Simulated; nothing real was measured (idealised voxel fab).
A process module follows: voxel gate over fins.
cross-section cut | 175 nm wide | cells 5 nm
We lay out every cross-section as a grid of square cells and spell it out in bands from the top down, where one band means one or more rows of cells.
A band entry consists of two parts. The first gives the height of the band's top and the height of its bottom, in nm. The rest lists the band's materials from left to right, each with its width in nm. A single material labelled with the word "edge to edge" fills the band from edge to edge, and the word "air" marks empty space.
A quick word on heights: they are counted from 0, and under that level the wafer as it came to us is one material throughout. The lowest band is different from the rest in having no bottom; it simply continues downward, written as in "from 0 down".
Width: "30->40" (first number = top row, second number = bottom row, same change from row to row of cells).
Where the words "no alteration" appear for a step, the cross-section shows no cell changed by that step; every cell remained as before.
The entry titled "Sealed internal cavities" provides the empty spaces that have no open way to the top, restricted to those of 8 cells or more. Each is presented as width x height at distance, the distance being measured from the left edge, with all three in nm.
Past the settings on a step's line: simulator remark, on that step.
"overlay nm" on a masked step: distance the mask lay right of its planned place, negative for left.

# plan
- 1: RECEIVE, material Si
- 2: CONFORMAL_DEP, material SiN, thk nm 10
- 3: MASKED_ETCH, tone cover, mask id FINS, width nm 15, pitch nm 35, etch materials SiN, depth nm 10, overlay nm 0
- 4: MASKED_ETCH, tone cover, mask id FINS, width nm 15, pitch nm 35, etch materials Si, depth nm 35, overlay nm 0
- 5: OXIDIZE, depth nm 5
- 6: FILL_DEP, material SiO2, thk nm 15
- 7: CMP, height nm 10
- 8: SELECTIVE_ETCH, etch materials SiO2, depth nm 20
- 9: STRIP, etch materials SiN
- 10: CONFORMAL_DEP, material HfO2, thk nm 5
- 11: CONFORMAL_DEP, material TiN, thk nm 5
- 12: FILL_DEP, material W, thk nm 10
- 13: CMP, height nm 15
- 14: CONFORMAL_DEP, material SiN, thk nm 10

# What follows covers the first of two wafers; it ran as planned

# Incoming wafer, cross-sectional view, post step 1
  from 0 down: Si edge to edge
  Sealed internal cavities: none

# Wafer xsec, post step 2
  from 10 to 0: SiN edge to edge
  Nothing below the height 0 has changed.

# Wafer xsec, post step 3
  from 10 to 0: air: 25, SiN: 15, air: 20, SiN: 15, air: 20, SiN: 15, air: 20, SiN: 15, air: 30
  Nothing below the height 0 has changed.

# Wafer xsec, post step 4
  from 10 to 0: air: 25, SiN: 15, air: 20, SiN: 15, air: 20, SiN: 15, air: 20, SiN: 15, air: 30
  from 0 to -35: air: 25, Si: 15, air: 20, Si: 15, air: 20, Si: 15, air: 20, Si: 15, air: 30
  Nothing below the height -35 has changed.

# Wafer xsec, post step 5
  from 10 to 0: air: 25, SiN: 15, air: 20, SiN: 15, air: 20, SiN: 15, air: 20, SiN: 15, air: 30
  from 0 to -35: air: 25, SiO2: 5, Si: 5, SiO2: 5, air: 20, SiO2: 5, Si: 5, SiO2: 5, air: 20, SiO2: 5, Si: 5, SiO2: 5, air: 20, SiO2: 5, Si: 5, SiO2: 5, air: 30
  from -35 to -40: SiO2: 30, Si: 5, SiO2: 30, Si: 5, SiO2: 30, Si: 5, SiO2: 30, Si: 5, SiO2: 35
  Nothing below the height -40 has changed.

# Wafer xsec, post step 6
  from 25 to 10: SiO2 edge to edge
  from 10 to 0: SiO2: 25, SiN: 15, SiO2: 20, SiN: 15, SiO2: 20, SiN: 15, SiO2: 20, SiN: 15, SiO2: 30
  from 0 to -40: SiO2: 30, Si: 5, SiO2: 30, Si: 5, SiO2: 30, Si: 5, SiO2: 30, Si: 5, SiO2: 35
  Nothing below the height -40 has changed.

# Wafer xsec, post step 7
  from 10 to 0: SiO2: 25, SiN: 15, SiO2: 20, SiN: 15, SiO2: 20, SiN: 15, SiO2: 20, SiN: 15, SiO2: 30
  Nothing below the height 0 has changed.

# Wafer xsec, post step 8
  from 10 to 0: air: 25, SiN: 15, air: 20, SiN: 15, air: 20, SiN: 15, air: 20, SiN: 15, air: 30
  from 0 to -10: air: 30, Si: 5, air: 30, Si: 5, air: 30, Si: 5, air: 30, Si: 5, air: 35
  Nothing below the height -10 has changed.

# Wafer xsec, post step 9
  from 0 to -10: air: 30, Si: 5, air: 30, Si: 5, air: 30, Si: 5, air: 30, Si: 5, air: 35
  Nothing below the height -10 has changed.

# Wafer xsec, post step 10
  from 5 to 0: air: 25, HfO2: 15, air: 20, HfO2: 15, air: 20, HfO2: 15, air: 20, HfO2: 15, air: 30
  from 0 to -5: air: 25, HfO2: 5, Si: 5, HfO2: 5, air: 20, HfO2: 5, Si: 5, HfO2: 5, air: 20, HfO2: 5, Si: 5, HfO2: 5, air: 20, HfO2: 5, Si: 5, HfO2: 5, air: 30
  from -5 to -10: HfO2: 30, Si: 5, HfO2: 30, Si: 5, HfO2: 30, Si: 5, HfO2: 30, Si: 5, HfO2: 35
  Nothing below the height -10 has changed.

# Wafer xsec, post step 11
  from 10 to 5: air: 20, TiN: 25, air: 10, TiN: 25, air: 10, TiN: 25, air: 10, TiN: 25, air: 25
  from 5 to 0: air: 20, TiN: 5, HfO2: 15, TiN: 5, air: 10, TiN: 5, HfO2: 15, TiN: 5, air: 10, TiN: 5, HfO2: 15, TiN: 5, air: 10, TiN: 5, HfO2: 15, TiN: 5, air: 25
  from 0 to -5: TiN: 25, HfO2: 5, Si: 5, HfO2: 5, TiN: 20, HfO2: 5, Si: 5, HfO2: 5, TiN: 20, HfO2: 5, Si: 5, HfO2: 5, TiN: 20, HfO2: 5, Si: 5, HfO2: 5, TiN: 30
  Nothing below the height -5 has changed.

# Wafer xsec, post step 12
  from 20 to 10: W edge to edge
  from 10 to 5: W: 20, TiN: 25, W: 10, TiN: 25, W: 10, TiN: 25, W: 10, TiN: 25, W: 25
  from 5 to 0: W: 20, TiN: 5, HfO2: 15, TiN: 5, W: 10, TiN: 5, HfO2: 15, TiN: 5, W: 10, TiN: 5, HfO2: 15, TiN: 5, W: 10, TiN: 5, HfO2: 15, TiN: 5, W: 25
  Nothing below the height 0 has changed.

# Wafer xsec, post step 13
  from 15 to 10: W edge to edge
  Nothing below the height 10 has changed.

# Wafer xsec, post step 14
  from 25 to 15: SiN edge to edge
  Nothing below the height 15 has changed.

# Okay, second wafer. Nothing different at the start, nothing different in the plan, just one mistake somewhere in the running. As far as step 3, counting that step, it's the first wafer all over again

# Cross-section, second wafer, at the end time the plan gives for step 4
  from 10 to 0: air: 25, SiN: 15, air: 20, SiN: 15, air: 20, SiN: 15, air: 20, SiN: 15, air: 30
  from 0 to -45: air: 25, Si: 15, air: 20, Si: 15, air: 20, Si: 15, air: 20, Si: 15, air: 30
  Nothing below the height -45 has changed.

# Cross-section, second wafer, at the end time the plan gives for step 5
  from 10 to 0: air: 25, SiN: 15, air: 20, SiN: 15, air: 20, SiN: 15, air: 20, SiN: 15, air: 30
  from 0 to -45: air: 25, SiO2: 5, Si: 5, SiO2: 5, air: 20, SiO2: 5, Si: 5, SiO2: 5, air: 20, SiO2: 5, Si: 5, SiO2: 5, air: 20, SiO2: 5, Si: 5, SiO2: 5, air: 30
  from -45 to -50: SiO2: 30, Si: 5, SiO2: 30, Si: 5, SiO2: 30, Si: 5, SiO2: 30, Si: 5, SiO2: 35
  Nothing below the height -50 has changed.

# Cross-section, second wafer, at the end time the plan gives for step 6
  from 25 to 10: SiO2 edge to edge
  from 10 to 0: SiO2: 25, SiN: 15, SiO2: 20, SiN: 15, SiO2: 20, SiN: 15, SiO2: 20, SiN: 15, SiO2: 30
  from 0 to -50: SiO2: 30, Si: 5, SiO2: 30, Si: 5, SiO2: 30, Si: 5, SiO2: 30, Si: 5, SiO2: 35
  Nothing below the height -50 has changed.

# Cross-section, second wafer, at the end time the plan gives for step 7
  from 10 to 0: SiO2: 25, SiN: 15, SiO2: 20, SiN: 15, SiO2: 20, SiN: 15, SiO2: 20, SiN: 15, SiO2: 30
  Nothing below the height 0 has changed.

# Cross-section, second wafer, at the end time the plan gives for step 8
  from 10 to 0: air: 25, SiN: 15, air: 20, SiN: 15, air: 20, SiN: 15, air: 20, SiN: 15, air: 30
  from 0 to -10: air: 30, Si: 5, air: 30, Si: 5, air: 30, Si: 5, air: 30, Si: 5, air: 35
  Nothing below the height -10 has changed.

# Cross-section, second wafer, at the end time the plan gives for step 9
  from 0 to -10: air: 30, Si: 5, air: 30, Si: 5, air: 30, Si: 5, air: 30, Si: 5, air: 35
  Nothing below the height -10 has changed.

# Cross-section, second wafer, at the end time the plan gives for step 10
  from 5 to 0: air: 25, HfO2: 15, air: 20, HfO2: 15, air: 20, HfO2: 15, air: 20, HfO2: 15, air: 30
  from 0 to -5: air: 25, HfO2: 5, Si: 5, HfO2: 5, air: 20, HfO2: 5, Si: 5, HfO2: 5, air: 20, HfO2: 5, Si: 5, HfO2: 5, air: 20, HfO2: 5, Si: 5, HfO2: 5, air: 30
  from -5 to -10: HfO2: 30, Si: 5, HfO2: 30, Si: 5, HfO2: 30, Si: 5, HfO2: 30, Si: 5, HfO2: 35
  Nothing below the height -10 has changed.

# Cross-section, second wafer, at the end time the plan gives for step 11
  from 10 to 5: air: 20, TiN: 25, air: 10, TiN: 25, air: 10, TiN: 25, air: 10, TiN: 25, air: 25
  from 5 to 0: air: 20, TiN: 5, HfO2: 15, TiN: 5, air: 10, TiN: 5, HfO2: 15, TiN: 5, air: 10, TiN: 5, HfO2: 15, TiN: 5, air: 10, TiN: 5, HfO2: 15, TiN: 5, air: 25
  from 0 to -5: TiN: 25, HfO2: 5, Si: 5, HfO2: 5, TiN: 20, HfO2: 5, Si: 5, HfO2: 5, TiN: 20, HfO2: 5, Si: 5, HfO2: 5, TiN: 20, HfO2: 5, Si: 5, HfO2: 5, TiN: 30
  Nothing below the height -5 has changed.

# Cross-section, second wafer, at the end time the plan gives for step 12
  from 20 to 10: W edge to edge
  from 10 to 5: W: 20, TiN: 25, W: 10, TiN: 25, W: 10, TiN: 25, W: 10, TiN: 25, W: 25
  from 5 to 0: W: 20, TiN: 5, HfO2: 15, TiN: 5, W: 10, TiN: 5, HfO2: 15, TiN: 5, W: 10, TiN: 5, HfO2: 15, TiN: 5, W: 10, TiN: 5, HfO2: 15, TiN: 5, W: 25
  Nothing below the height 0 has changed.

# Cross-section, second wafer, at the end time the plan gives for step 13
  from 15 to 10: W edge to edge
  Nothing below the height 10 has changed.

# Cross-section, second wafer, at the end time the plan gives for step 14
  from 25 to 15: SiN edge to edge
  Nothing below the height 15 has changed.
It is concluded that the wafer was processed incorrectly with respect to the plan, in that planned and actual differ for step 4; actual: MASKED_ETCH, tone cover, mask id FINS, width nm 15, pitch nm 35, etch materials Si, depth nm 45, overlay nm 0
In the final state, the cell counts of the second wafer exceed or fall short of those of the first for the following materials: 62 fewer of Si | 62 more of SiO2
